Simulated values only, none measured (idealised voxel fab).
This section sets out a process module, namely voxel released beams.
In the cross-section labelled cut, the width is 220 nm and each square cell is 5 nm.
Cross-section = grid of square cells, listed top down in bands; band = one or more rows.
First you get the band's top height and its bottom height, in nm, and then the materials it's made of, left to right, with each width in nm. If you see a single material with "throughout", that one covers the band edge to edge. "air" is empty space.
Height 0 is the level under which the wafer as received is all one material. The lowest band goes on downwards, as in "0 nm and below".
So if you see something like "30..40" for the width, read it as the top row of the band sitting at the first number and the bottom row at the second, with every row in between moving by the same amount as the last.
When a step is marked "remains unaltered", none of the cells in the cross-section changed during that step.
The list in "Sealed voids" covers empty spaces of 8 cells or more that cannot reach the top through any open way, and it gives each as width x height at distance; the distance is from the left edge, and width, height and distance are in nm.
Past the settings on a step's line: simulator remark, on that step.
overlay nm: mask offset rightward from planned place, masked step; negative means leftward offset.

# Steps planned for the process
1 RECEIVE (material Si)
2 CONFORMAL_DEP (material SiN; thk nm 5)
3 DIRECTIONAL_DEP (material SiO2; thk nm 20)
4 PATTERN (tone open; mask id ANCHOR; material resist; width nm 45; thk nm 20; overlay nm 0)
5 DIRECTIONAL_ETCH (etch materials SiO2; depth nm 20)
6 STRIP (etch materials resist)
7 CONFORMAL_DEP (material W; thk nm 15)
8 PATTERN (tone cover; mask id BEAM; material resist; width nm 95; thk nm 20; overlay nm 0)
9 DIRECTIONAL_ETCH (etch materials W; depth nm 15)
10 STRIP (etch materials resist)
11 STRIP (etch materials SiO2)

# Incoming wafer, cross-sectional view, post step 1
> 0 nm and below: Si throughout
> Sealed voids: none

# Cross-section at module end, one run error; start and plan unchanged from above
> 55 nm to 40 nm: 60 nm air / 95 nm W / 65 nm air
> 40 nm to 25 nm: W throughout
> 25 nm to 5 nm: 65 nm SiO2 / 45 nm W / 110 nm SiO2
> 5 nm to 0 nm: SiN throughout
> 0 nm and below: Si throughout
> Sealed voids: none
Finding, execution versus plan: twice over, step 7 of the plan was run
